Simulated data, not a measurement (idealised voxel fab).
Process module under the name voxel wiring stack
cross-section cut | 205 nm wide | cells 5 nm
In what follows, cross-sections appear as grids of square cells, described through bands that run from the top down, where every band is one or more rows of cells.
Band: top height; bottom height; in nm. Then, left to right: material with width in nm, for each material. "full width": a single material spanning edge to edge. "empty": empty space.
Ref level 0: as-received wafer is one material below here. Bottom band extends down with no lower bound ("0 down").
Think of "30 to 40" as a width that walks from the first number to the second as you go down the band, top row to bottom row, taking equal-sized steps from row to row.
No cell of the cross-section changed in a step that is given as "left unchanged".
Basically, "Closed internal voids" tells you about the enclosed voids: empty spaces with no open way to the top, 8 cells or bigger, each written width x height at distance, where distance is from the left edge, all in nm.
The remark found on a step's line after its settings is issued by the simulator itself and pertains to that step.
Steps that use a mask can have "overlay nm" on their line. It says how far the mask sat to the right of where it was meant to be. Negative means to the left.
Each pair of cross-sections that follows straddles one process step: the one shows the state before the step, the other the state after it, down to the lowest band that changed and no further. The step in question, and its settings, are given under the pair. Note that a pair is not necessarily a continuation of the pair above it, since pairs can come from different runs of this module on the same starting wafer; it is a continuation only where its entry headed "Status quo ante" says so.
## Status quo ante
    115 to 100 = SiO2 (40), then TiN (5), then Ru (10), then TiN (5), then SiO2 (15), then TiN (5), then Ru (10), then TiN (5), then SiO2 (15), then TiN (5), then Ru (10), then TiN (5), then SiO2 (15), then TiN (5), then Ru (10), then TiN (5), then SiO2 (40)
    100 to 95 = SiO2 (40), then TiN (5), then Ru (5), then TiN (10), then SiO2 (15), then TiN (20), then SiO2 (15), then TiN (5), then Ru (5), then TiN (10), then SiO2 (15), then TiN (20), then SiO2 (40)
    95 to 80 = SiO2 (40), then TiN (5), then Ru (5), then TiN (5), then SiO2 (55), then TiN (5), then Ru (5), then TiN (5), then SiO2 (80)
    80 to 75 = SiCN (40), then TiN (15), then SiCN (55), then TiN (15), then SiCN (80)
    75 to 65 = lowk (40), then TiN (5), then Ru (10), then TiN (5), then lowk (15), then TiN (5), then Ru (10), then TiN (5), then lowk (15), then TiN (5), then Ru (10), then TiN (5), then lowk (15), then TiN (5), then Ru (10), then TiN (5), then lowk (40)
    65 to 60 = lowk (40), then TiN (5), then Ru (5), then TiN (10), then lowk (15), then TiN (20), then lowk (15), then TiN (5), then Ru (5), then TiN (10), then lowk (15), then TiN (20), then lowk (40)
    60 to 45 = lowk (40), then TiN (5), then Ru (5), then TiN (5), then lowk (55), then TiN (5), then Ru (5), then TiN (5), then lowk (80)
    45 to 40 = SiCN (40), then TiN (15), then SiCN (55), then TiN (15), then SiCN (80)
    40 to 20 = SiO2 (35), then SiN (5), then W (20), then SiN (5), then SiO2 (5), then SiN (5), then W (20), then SiN (5), then SiO2 (5), then SiN (5), then W (20), then SiN (5), then SiO2 (5), then SiN (5), then W (20), then SiN (5), then SiO2 (35)
    20 to 15 = SiN (40), then TiN (20), then SiN (15), then TiN (20), then SiN (15), then TiN (20), then SiN (15), then TiN (20), then SiN (40)
    15 to 0 = SiO2 full width
    0 down = Si full width
    Closed internal voids: none
## Post-Step Appearance
    120 to 115 = Ru full width
    No changes below 115.
    Closed internal voids: none
Upper to lower cross-section via CONFORMAL_DEP | material Ru | thk nm 5
Status quo ante: identical to the post-step cross-section of the immediately preceding pair.
## Post-Step Appearance
    155 to 120 = SiO2 full width
    No changes below 120.
    Closed internal voids: none
Upper to lower cross-section via DIRECTIONAL_DEP | material SiO2 | thk nm 35
Status quo ante: identical to the post-step cross-section of the immediately preceding pair.
## Post-Step Appearance
    165 to 155 = aC full width
    No changes below 155.
    Closed internal voids: none
Upper to lower cross-section via DIRECTIONAL_DEP | material aC | thk nm 10
Status quo ante: identical to the post-step cross-section of the immediately preceding pair.
## Post-Step Appearance
    190 to 165 = resist (40), then empty (20), then resist (15), then empty (20), then resist (15), then empty (20), then resist (15), then empty (20), then resist (40)
    No changes below 165.
    Closed internal voids: none
Upper to lower cross-section via PATTERN | tone open | mask id METAL_4 | material resist | width nm 20 | pitch nm 35 | thk nm 25 | overlay nm 0
Status quo ante: identical to the post-step cross-section of the immediately preceding pair.
## Post-Step Appearance
    180 to 165 = resist (40), then empty (20), then resist (15), then empty (20), then resist (15), then empty (20), then resist (15), then empty (20), then resist (40)
    165 to 155 = aC (40), then empty (20), then aC (15), then empty (20), then aC (15), then empty (20), then aC (15), then empty (20), then aC (40)
    No changes below 155.
    Closed internal voids: none
Upper to lower cross-section via DIRECTIONAL_ETCH | etch materials aC | depth nm 10
Status quo ante: identical to the post-step cross-section of the immediately preceding pair.
## Post-Step Appearance
    165 to 155 = aC (40), then empty (20), then aC (15), then empty (20), then aC (15), then empty (20), then aC (15), then empty (20), then aC (40)
    No changes below 155.
    Closed internal voids: none
Upper to lower cross-section via STRIP | etch materials resist
Status quo ante: identical to the post-step cross-section of the immediately preceding pair.
## Post-Step Appearance
    165 to 155 = aC (40), then empty (20), then aC (15), then empty (20), then aC (15), then empty (20), then aC (15), then empty (20), then aC (40)
    155 to 135 = SiO2 (40), then empty (20), then SiO2 (15), then empty (20), then SiO2 (15), then empty (20), then SiO2 (15), then empty (20), then SiO2 (40)
    No changes below 135.
    Closed internal voids: none
Upper to lower cross-section via DIRECTIONAL_ETCH | etch materials SiO2 | depth nm 20
Status quo ante: identical to the post-step cross-section of the immediately preceding pair.
## Post-Step Appearance
    155 to 135 = SiO2 (40), then empty (20), then SiO2 (15), then empty (20), then SiO2 (15), then empty (20), then SiO2 (15), then empty (20), then SiO2 (40)
    No changes below 135.
    Closed internal voids: none
Upper to lower cross-section via STRIP | etch materials aC
Status quo ante: identical to the post-step cross-section of the immediately preceding pair.
## Post-Step Appearance
    175 to 155 = resist (40), then empty (15), then resist (55), then empty (15), then resist (80)
    155 to 135 = SiO2 (40), then empty (15), then resist (5), then SiO2 (15), then resist (20), then SiO2 (15), then empty (15), then resist (5), then SiO2 (15), then resist (20), then SiO2 (40)
    No changes below 135.
    Closed internal voids: none
Upper to lower cross-section via PATTERN | tone open | mask id METAL_4_HOLES | material resist | width nm 15 | pitch nm 70 | thk nm 20 | overlay nm 0
Status quo ante: identical to the post-step cross-section of the immediately preceding pair.
## Post-Step Appearance
    175 to 155 = resist (40), then empty (15), then resist (55), then empty (15), then resist (80)
    155 to 135 = SiO2 (40), then empty (15), then resist (5), then SiO2 (15), then resist (20), then SiO2 (15), then empty (15), then resist (5), then SiO2 (15), then resist (20), then SiO2 (40)
    135 to 120 = SiO2 (40), then empty (15), then SiO2 (55), then empty (15), then SiO2 (80)
    No changes below 120.
    Closed internal voids: none
Upper to lower cross-section via DIRECTIONAL_ETCH | etch materials SiO2 | depth nm 15
Status quo ante: identical to the post-step cross-section of the immediately preceding pair.
## Post-Step Appearance
    155 to 135 = SiO2 (40), then empty (20), then SiO2 (15), then empty (20), then SiO2 (15), then empty (20), then SiO2 (15), then empty (20), then SiO2 (40)
    No changes below 135.
    Closed internal voids: none
Upper to lower cross-section via STRIP | etch materials resist
Status quo ante: identical to the post-step cross-section of the immediately preceding pair.
## Post-Step Appearance
    160 to 155 = TiN (45), then empty (10), then TiN (25), then empty (10), then TiN (25), then empty (10), then TiN (25), then empty (10), then TiN (45)
    155 to 140 = SiO2 (40), then TiN (5), then empty (10), then TiN (5), then SiO2 (15), then TiN (5), then empty (10), then TiN (5), then SiO2 (15), then TiN (5), then empty (10), then TiN (5), then SiO2 (15), then TiN (5), then empty (10), then TiN (5), then SiO2 (40)
    140 to 135 = SiO2 (40), then TiN (5), then empty (5), then TiN (10), then SiO2 (15), then TiN (20), then SiO2 (15), then TiN (5), then empty (5), then TiN (10), then SiO2 (15), then TiN (20), then SiO2 (40)
    135 to 125 = SiO2 (40), then TiN (5), then empty (5), then TiN (5), then SiO2 (55), then TiN (5), then empty (5), then TiN (5), then SiO2 (80)
    125 to 120 = SiO2 (40), then TiN (15), then SiO2 (55), then TiN (15), then SiO2 (80)
    No changes below 120.
    Closed internal voids: none
Upper to lower cross-section via CONFORMAL_DEP | material TiN | thk nm 5
Status quo ante: identical to the post-step cross-section of the immediately preceding pair.
## Post-Step Appearance
    170 to 160 = Cu full width
    160 to 155 = TiN (45), then Cu (10), then TiN (25), then Cu (10), then TiN (25), then Cu (10), then TiN (25), then Cu (10), then TiN (45)
    155 to 140 = SiO2 (40), then TiN (5), then Cu (10), then TiN (5), then SiO2 (15), then TiN (5), then Cu (10), then TiN (5), then SiO2 (15), then TiN (5), then Cu (10), then TiN (5), then SiO2 (15), then TiN (5), then Cu (10), then TiN (5), then SiO2 (40)
    140 to 135 = SiO2 (40), then TiN (5), then Cu (5), then TiN (10), then SiO2 (15), then TiN (20), then SiO2 (15), then TiN (5), then Cu (5), then TiN (10), then SiO2 (15), then TiN (20), then SiO2 (40)
    135 to 125 = SiO2 (40), then TiN (5), then Cu (5), then TiN (5), then SiO2 (55), then TiN (5), then Cu (5), then TiN (5), then SiO2 (80)
    No changes below 125.
    Closed internal voids: none
Upper to lower cross-section via FILL_DEP | material Cu | thk nm 10
Status quo ante: identical to the post-step cross-section of the immediately preceding pair.
## Post-Step Appearance
    155 to 140 = SiO2 (40), then TiN (5), then Cu (10), then TiN (5), then SiO2 (15), then TiN (5), then Cu (10), then TiN (5), then SiO2 (15), then TiN (5), then Cu (10), then TiN (5), then SiO2 (15), then TiN (5), then Cu (10), then TiN (5), then SiO2 (40)
    No changes below 140.
    Closed internal voids: none
Upper to lower cross-section via CMP | height nm 155
Status quo ante: identical to the post-step cross-section of the immediately preceding pair.
## Post-Step Appearance
    160 to 155 = SiCN full width
    No changes below 155.
    Closed internal voids: none
Upper to lower cross-section via CONFORMAL_DEP | material SiCN | thk nm 5
## Status quo ante
    155 to 135 = SiO2 (40), then empty (20), then SiO2 (15), then empty (20), then SiO2 (15), then empty (20), then SiO2 (15), then empty (20), then SiO2 (40)
    135 to 120 = SiO2 full width
    120 to 115 = SiCN full width
    115 to 100 = SiO2 (40), then TiN (5), then Ru (10), then TiN (5), then SiO2 (15), then TiN (5), then Ru (10), then TiN (5), then SiO2 (15), then TiN (5), then Ru (10), then TiN (5), then SiO2 (15), then TiN (5), then Ru (10), then TiN (5), then SiO2 (40)
    100 to 95 = SiO2 (40), then TiN (5), then Ru (5), then TiN (10), then SiO2 (15), then TiN (20), then SiO2 (15), then TiN (5), then Ru (5), then TiN (10), then SiO2 (15), then TiN (20), then SiO2 (40)
    95 to 80 = SiO2 (40), then TiN (5), then Ru (5), then TiN (5), then SiO2 (55), then TiN (5), then Ru (5), then TiN (5), then SiO2 (80)
    80 to 75 = SiCN (40), then TiN (15), then SiCN (55), then TiN (15), then SiCN (80)
    75 to 65 = lowk (40), then TiN (5), then Ru (10), then TiN (5), then lowk (15), then TiN (5), then Ru (10), then TiN (5), then lowk (15), then TiN (5), then Ru (10), then TiN (5), then lowk (15), then TiN (5), then Ru (10), then TiN (5), then lowk (40)
    65 to 60 = lowk (40), then TiN (5), then Ru (5), then TiN (10), then lowk (15), then TiN (20), then lowk (15), then TiN (5), then Ru (5), then TiN (10), then lowk (15), then TiN (20), then lowk (40)
    60 to 45 = lowk (40), then TiN (5), then Ru (5), then TiN (5), then lowk (55), then TiN (5), then Ru (5), then TiN (5), then lowk (80)
    45 to 40 = SiCN (40), then TiN (15), then SiCN (55), then TiN (15), then SiCN (80)
    40 to 20 = SiO2 (35), then SiN (5), then W (20), then SiN (5), then SiO2 (5), then SiN (5), then W (20), then SiN (5), then SiO2 (5), then SiN (5), then W (20), then SiN (5), then SiO2 (5), then SiN (5), then W (20), then SiN (5), then SiO2 (35)
    20 to 15 = SiN (40), then TiN (20), then SiN (15), then TiN (20), then SiN (15), then TiN (20), then SiN (15), then TiN (20), then SiN (40)
    15 to 0 = SiO2 full width
    0 down = Si full width
    Closed internal voids: none
## Post-Step Appearance
    175 to 155 = empty (40), then resist (15), then empty (55), then resist (15), then empty (80)
    155 to 135 = SiO2 (40), then resist (15), then empty (5), then SiO2 (15), then empty (20), then SiO2 (15), then resist (15), then empty (5), then SiO2 (15), then empty (20), then SiO2 (40)
    No changes below 135.
    Closed internal voids: none
Upper to lower cross-section via PATTERN | tone cover | mask id METAL_4_HOLES | material resist | width nm 15 | pitch nm 70 | thk nm 20 | overlay nm 0
Status quo ante: identical to the post-step cross-section of the immediately preceding pair.
## Post-Step Appearance
    175 to 140 = empty (40), then resist (15), then empty (55), then resist (15), then empty (80)
    140 to 135 = SiO2 (40), then resist (15), then empty (5), then SiO2 (15), then empty (20), then SiO2 (15), then resist (15), then empty (5), then SiO2 (15), then empty (20), then SiO2 (40)
    135 to 120 = SiO2 (55), then empty (5), then SiO2 (15), then empty (20), then SiO2 (30), then empty (5), then SiO2 (15), then empty (20), then SiO2 (40)
    No changes below 120.
    Closed internal voids: none
Upper to lower cross-section via DIRECTIONAL_ETCH | etch materials SiO2 | depth nm 15
Status quo ante: identical to the post-step cross-section of the immediately preceding pair.
## Post-Step Appearance
    175 to 140 = empty (40), then resist (15), then empty (55), then resist (15), then empty (80)
    140 to 135 = SiO2 (40), then resist (15), then empty (5), then SiO2 (15), then empty (20), then SiO2 (15), then resist (15), then empty (5), then SiO2 (15), then empty (20), then SiO2 (40)
    135 to 120 = SiO2 (55), then empty (5), then SiO2 (15), then empty (20), then SiO2 (30), then empty (5), then SiO2 (15), then empty (20), then SiO2 (40)
    120 to 115 = SiCN (55), then empty (5), then SiCN (15), then empty (20), then SiCN (30), then empty (5), then SiCN (15), then empty (20), then SiCN (40)
    No changes below 115.
    Closed internal voids: none
Upper to lower cross-section via DIRECTIONAL_ETCH | etch materials SiCN | depth nm 5
Status quo ante: identical to the post-step cross-section of the immediately preceding pair.
## Post-Step Appearance
    140 to 135 = SiO2 (40), then empty (20), then SiO2 (15), then empty (20), then SiO2 (15), then empty (20), then SiO2 (15), then empty (20), then SiO2 (40)
    No changes below 135.
    Closed internal voids: none
Upper to lower cross-section via STRIP | etch materials resist
Status quo ante: identical to the post-step cross-section of the immediately preceding pair.
## Post-Step Appearance
    145 to 140 = TiN (45), then empty (10), then TiN (25), then empty (10), then TiN (25), then empty (10), then TiN (25), then empty (10), then TiN (45)
    140 to 135 = SiO2 (40), then TiN (20), then SiO2 (15), then TiN (5), then empty (10), then TiN (5), then SiO2 (15), then TiN (20), then SiO2 (15), then TiN (5), then empty (10), then TiN (5), then SiO2 (40)
    135 to 120 = SiO2 (55), then TiN (5), then SiO2 (15), then TiN (5), then empty (10), then TiN (5), then SiO2 (30), then TiN (5), then SiO2 (15), then TiN (5), then empty (10), then TiN (5), then SiO2 (40)
    120 to 115 = SiCN (55), then TiN (5), then SiCN (15), then TiN (20), then SiCN (30), then TiN (5), then SiCN (15), then TiN (20), then SiCN (40)
    No changes below 115.
    Closed internal voids: none
Upper to lower cross-section via CONFORMAL_DEP | material TiN | thk nm 5
Status quo ante: identical to the post-step cross-section of the immediately preceding pair.
## Post-Step Appearance
    155 to 145 = Cu full width
    145 to 140 = TiN (45), then Cu (10), then TiN (25), then Cu (10), then TiN (25), then Cu (10), then TiN (25), then Cu (10), then TiN (45)
    140 to 135 = SiO2 (40), then TiN (20), then SiO2 (15), then TiN (5), then Cu (10), then TiN (5), then SiO2 (15), then TiN (20), then SiO2 (15), then TiN (5), then Cu (10), then TiN (5), then SiO2 (40)
    135 to 120 = SiO2 (55), then TiN (5), then SiO2 (15), then TiN (5), then Cu (10), then TiN (5), then SiO2 (30), then TiN (5), then SiO2 (15), then TiN (5), then Cu (10), then TiN (5), then SiO2 (40)
    No changes below 120.
    Closed internal voids: none
Upper to lower cross-section via FILL_DEP | material Cu | thk nm 10
Status quo ante: identical to the post-step cross-section of the immediately preceding pair.
## Post-Step Appearance
    160 to 155 = SiCN full width
    No changes below 155.
    Closed internal voids: none
Upper to lower cross-section via CONFORMAL_DEP | material SiCN | thk nm 5
